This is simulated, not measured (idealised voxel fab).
Presented below is a process module, voxel capacitor over wiring.
FYI the section here is cut, 195 nm wide, cells are 5 nm squares.
A cross-section in this document is a grid of square cells, and it is written down as bands, the top band listed before the ones below it; a band is made up of one or more rows of cells. Within each band entry, the heights of the top and of the bottom of the band appear first, in that order and in nm; the materials of the band then follow from left to right, each with its corresponding width in nm. The designation "everywhere" on a single material indicates that it fills the band from edge to edge; the designation "blank" indicates empty space. Zero point of the height axis is 0; under it, received wafer = one material. Lowest band: continues down indefinitely, "0 -> down". Graded width ("30..40"): value in top row of band = first number; value in bottom row = second number; row-to-row change constant. For the purposes of this document, the phrase "all unchanged" attached to a step denotes that no cell within the cross-section was modified by that step. "Sealed void list" enumerates empty spaces isolated from the top, with no open way to it, that contain at least 8 cells, giving each as width x height at distance from the left edge, all three in nm. On each step's line, the part that comes after the settings is the simulator's own comment on the step. overlay nm: where the mask lay relative to plan, measured to the right, on steps with a mask; negatives go left.
Intended process steps:
1. RECEIVE (material Si)
2. CONFORMAL_DEP (material SiO2; thk nm 15)
3. DIRECTIONAL_DEP (material TiN; thk nm 5)
4. DIRECTIONAL_DEP (material W; thk nm 15)
5. DIRECTIONAL_DEP (material aC; thk nm 15)
6. PATTERN (tone cover; mask id METAL_1; material resist; width nm 20; pitch nm 75; thk nm 35; overlay nm 0)
7. DIRECTIONAL_ETCH (etch materials aC; depth nm 15)
8. STRIP (etch materials resist)
9. DIRECTIONAL_ETCH (etch materials W; depth nm 15)
10. DIRECTIONAL_ETCH (etch materials TiN; depth nm 5)
11. STRIP (etch materials aC)
12. CONFORMAL_DEP (material SiCN; thk nm 5)
13. FILL_DEP (material lowk; thk nm 5)
14. CMP (height nm 35)
15. CONFORMAL_DEP (material SiCN; thk nm 5)
16. DIRECTIONAL_DEP (material lowk; thk nm 10)
17. DIRECTIONAL_DEP (material aC; thk nm 15)
18. PATTERN (tone open; mask id PLUG_1; material resist; width nm 15; thk nm 35; overlay nm 0)
19. DIRECTIONAL_ETCH (etch materials aC; depth nm 15)
20. STRIP (etch materials resist)
21. DIRECTIONAL_ETCH (etch materials lowk; depth nm 10)
22. DIRECTIONAL_ETCH (etch materials SiCN; depth nm 5)
23. STRIP (etch materials aC)
24. EPI (material Ru; thk nm 10)
25. EPI (material Ru; thk nm 5)
26. DIRECTIONAL_DEP (material TiN; thk nm 5)
27. DIRECTIONAL_DEP (material Al2O3; thk nm 5)
28. DIRECTIONAL_DEP (material TiN; thk nm 10)
29. MASKED_ETCH (tone cover; mask id UPPER_PLATE; width nm 60; etch materials TiN; depth nm 10; overlay nm 0)
30. MASKED_ETCH (tone cover; mask id UPPER_PLATE; width nm 60; etch materials Al2O3; depth nm 5; overlay nm 0)
31. DIRECTIONAL_DEP (material aC; thk nm 15)
32. PATTERN (tone cover; mask id LOWER_PLATE; material resist; width nm 70; thk nm 30; overlay nm 0)
33. DIRECTIONAL_ETCH (etch materials aC; depth nm 15)
34. STRIP (etch materials resist)
35. DIRECTIONAL_ETCH (etch materials TiN; depth nm 5)
36. STRIP (etch materials aC)
37. FILL_DEP (material SiO2; thk nm 20)
38. CMP (height nm 85)
39. MASKED_ETCH (tone open; mask id PLUG_2; width nm 15; etch materials SiO2; depth nm 15; overlay nm 0)
40. CONFORMAL_DEP (material TiN; thk nm 5)
41. FILL_DEP (material Cu; thk nm 5)
42. CMP (height nm 85)
43. CONFORMAL_DEP (material SiCN; thk nm 5)
Cross-section of the wafer as it came to us, i.e., already through step 1:
> 0 -> down = Si everywhere
> Sealed void list: none
The first of the two wafers as seen in cross-section once the module was finished; processing followed the plan:
> 90 -> 85 = SiCN everywhere
> 85 -> 75 = 65 nm SiO2; 5 nm TiN; 5 nm Cu; 5 nm TiN; 115 nm SiO2
> 75 -> 70 = 65 nm SiO2; 15 nm TiN; 115 nm SiO2
> 70 -> 60 = 55 nm SiO2; 60 nm TiN; 80 nm SiO2
> 60 -> 55 = 55 nm SiO2; 60 nm Al2O3; 80 nm SiO2
> 55 -> 50 = 50 nm SiO2; 70 nm TiN; 75 nm SiO2
> 50 -> 40 = 55 nm lowk; 15 nm Ru; 125 nm lowk
> 40 -> 35 = 55 nm SiCN; 15 nm Ru; 125 nm SiCN
> 35 -> 20 = 45 nm lowk; 5 nm SiCN; 20 nm W; 5 nm SiCN; 45 nm lowk; 5 nm SiCN; 20 nm W; 5 nm SiCN; 45 nm lowk
> 20 -> 15 = 50 nm SiCN; 20 nm TiN; 55 nm SiCN; 20 nm TiN; 50 nm SiCN
> 15 -> 0 = SiO2 everywhere
> 0 -> down = Si everywhere
> Sealed void list: none
Second wafer of the two, sectioned at the end of the module. It began like the first and followed the same plan, but one mistake was made while running it:
> 90 -> 85 = SiCN everywhere
> 85 -> 75 = 65 nm SiO2; 5 nm TiN; 5 nm Cu; 5 nm TiN; 115 nm SiO2
> 75 -> 65 = 65..70 nm SiO2; 15..45 nm TiN; 115..80 nm SiO2
> 65 -> 60 = 55 nm SiO2; 60 nm TiN; 80 nm SiO2
> 60 -> 55 = 55 nm SiO2; 15 nm TiN; 45 nm Al2O3; 80 nm SiO2
> 55 -> 50 = 50 nm SiO2; 5 nm TiN; 15 nm Al2O3; 50 nm TiN; 75 nm SiO2
> 50 -> 45 = 55 nm SiCN; 15 nm TiN; 125 nm SiCN
> 45 -> 35 = lowk everywhere
> 35 -> 20 = 45 nm lowk; 5 nm SiCN; 20 nm W; 5 nm SiCN; 45 nm lowk; 5 nm SiCN; 20 nm W; 5 nm SiCN; 45 nm lowk
> 20 -> 15 = 50 nm SiCN; 20 nm TiN; 55 nm SiCN; 20 nm TiN; 50 nm SiCN
> 15 -> 0 = SiO2 everywhere
> 0 -> down = Si everywhere
> Sealed void list: none
Against the plan, the run slipped here: steps 15 and 16 traded places in the executed sequence
The closing comparison, in cells, has the second wafer with more or fewer of some materials than the first: -9 Ru, +3 SiO2, +6 lowk
